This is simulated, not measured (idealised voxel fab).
process module | voxel wiring stack
cross-section cut | 260 nm wide | cells 5 nm
A cross-section is a grid of square cells, given in bands from the top down. A band is one or more rows of cells.
Each band's line starts with the height of the band's top and of its bottom, in nm. Then come its materials from left to right, each with its width in nm. One material with "throughout" fills the band from edge to edge. "air" is empty space.
Height 0 is the level under which the wafer as received is all one material. The lowest band goes on downwards, as in "0 down".
A width such as "30 to 40" changes by the same amount from each row of cells to the next, from the band's top row to its bottom row.
"no change" after a step means that no cell of the cross-section changed.
closed voids: empty space of 8 cells or more with no open way to the top, each as width x height at its distance from the left edge, in nm
after a step's settings: what the simulator itself notes on the step
overlay nm, on a step with a mask: how far to the right of its planned place the mask lay; to the left if negative
plan
1 op RECEIVE | material Si
2 op CONFORMAL_DEP | material SiO2 | thk nm 15
3 op CONFORMAL_DEP | material SiN | thk nm 5
4 op DIRECTIONAL_DEP | material SiO2 | thk nm 15
5 op PATTERN | tone open | mask id METAL_1 | material resist | width nm 30 | pitch nm 60 | thk nm 15 | overlay nm 0
6 op DIRECTIONAL_ETCH | etch materials SiO2 | depth nm 15
7 op DIRECTIONAL_ETCH | etch materials SiN | depth nm 5
8 op STRIP | etch materials resist
9 op CONFORMAL_DEP | material TiN | thk nm 5
10 op FILL_DEP | material W | thk nm 5
11 op CMP | height nm 35
12 op EPI | material Ru | thk nm 5
13 op FILL_DEP | material SiCN | thk nm 5
14 op DIRECTIONAL_DEP | material lowk | thk nm 30
15 op DIRECTIONAL_DEP | material aC | thk nm 10
16 op PATTERN | tone open | mask id METAL_2 | material resist | width nm 30 | pitch nm 60 | thk nm 25 | overlay nm 0
17 op DIRECTIONAL_ETCH | etch materials aC | depth nm 10
18 op STRIP | etch materials resist
19 op DIRECTIONAL_ETCH | etch materials lowk | depth nm 20
20 op STRIP | etch materials aC
21 op DIRECTIONAL_DEP | material aC | thk nm 15
22 op PATTERN | tone open | mask id METAL_2_HOLES | material resist | width nm 15 | pitch nm 120 | thk nm 30 | overlay nm 0
23 op DIRECTIONAL_ETCH | etch materials aC | depth nm 15
24 op STRIP | etch materials resist
25 op DIRECTIONAL_ETCH | etch materials lowk | depth nm 10
26 op DIRECTIONAL_ETCH | etch materials SiCN | depth nm 5
27 op STRIP | etch materials aC
28 op CONFORMAL_DEP | material TiN | thk nm 5
29 op FILL_DEP | material Cu | thk nm 5
30 op CMP | height nm 75
31 op CONFORMAL_DEP | material SiCN | thk nm 5
32 op DIRECTIONAL_DEP | material lowk | thk nm 15
33 op MASKED_ETCH | tone open | mask id PLUG_2 | width nm 15 | pitch nm 120 | etch materials lowk | depth nm 15 | overlay nm 0
34 op MASKED_ETCH | tone open | mask id PLUG_2 | width nm 15 | pitch nm 120 | etch materials SiCN | depth nm 5 | overlay nm 0
35 op EPI | material Ru | thk nm 10
36 op EPI | material Ru | thk nm 10
37 op DIRECTIONAL_DEP | material TiN | thk nm 5
38 op DIRECTIONAL_DEP | material Ru | thk nm 25
39 op MASKED_ETCH | tone cover | mask id METAL_3 | width nm 20 | pitch nm 60 | etch materials Ru | depth nm 25 | overlay nm 0
40 op MASKED_ETCH | tone cover | mask id METAL_3 | width nm 30 | pitch nm 60 | etch materials TiN | depth nm 5 | overlay nm 0
41 op CONFORMAL_DEP | material SiN | thk nm 5
42 op FILL_DEP | material SiO2 | thk nm 5
43 op CMP | height nm 125
44 op CONFORMAL_DEP | material SiN | thk nm 5
varied across the wafers: width nm of step 39. The plan shows the first wafer's value. All wafers start alike
first wafer as received, after step 1
  0 down: Si throughout
  closed voids: none
each wafer at the end: cells of each material gained (+) or lost (-) since it was received, then its closed voids
width nm 20 | +42 Cu | +108 Ru | +120 SiCN | +156 SiN | +422 SiO2 | +102 TiN | +36 W | +366 lowk | closed voids: none
width nm 25 | +42 Cu | +123 Ru | +120 SiCN | +153 SiN | +410 SiO2 | +102 TiN | +36 W | +366 lowk | closed voids: none
width nm 30 | +42 Cu | +138 Ru | +120 SiCN | +150 SiN | +398 SiO2 | +102 TiN | +36 W | +366 lowk | closed voids: none
width nm 35 | +42 Cu | +153 Ru | +120 SiCN | +147 SiN | +383 SiO2 | +105 TiN | +36 W | +366 lowk | closed voids: none
width nm 40 | +42 Cu | +168 Ru | +120 SiCN | +144 SiN | +368 SiO2 | +108 TiN | +36 W | +366 lowk | closed voids: none
width nm 45 | +42 Cu | +183 Ru | +120 SiCN | +141 SiN | +353 SiO2 | +111 TiN | +36 W | +366 lowk | closed voids: none
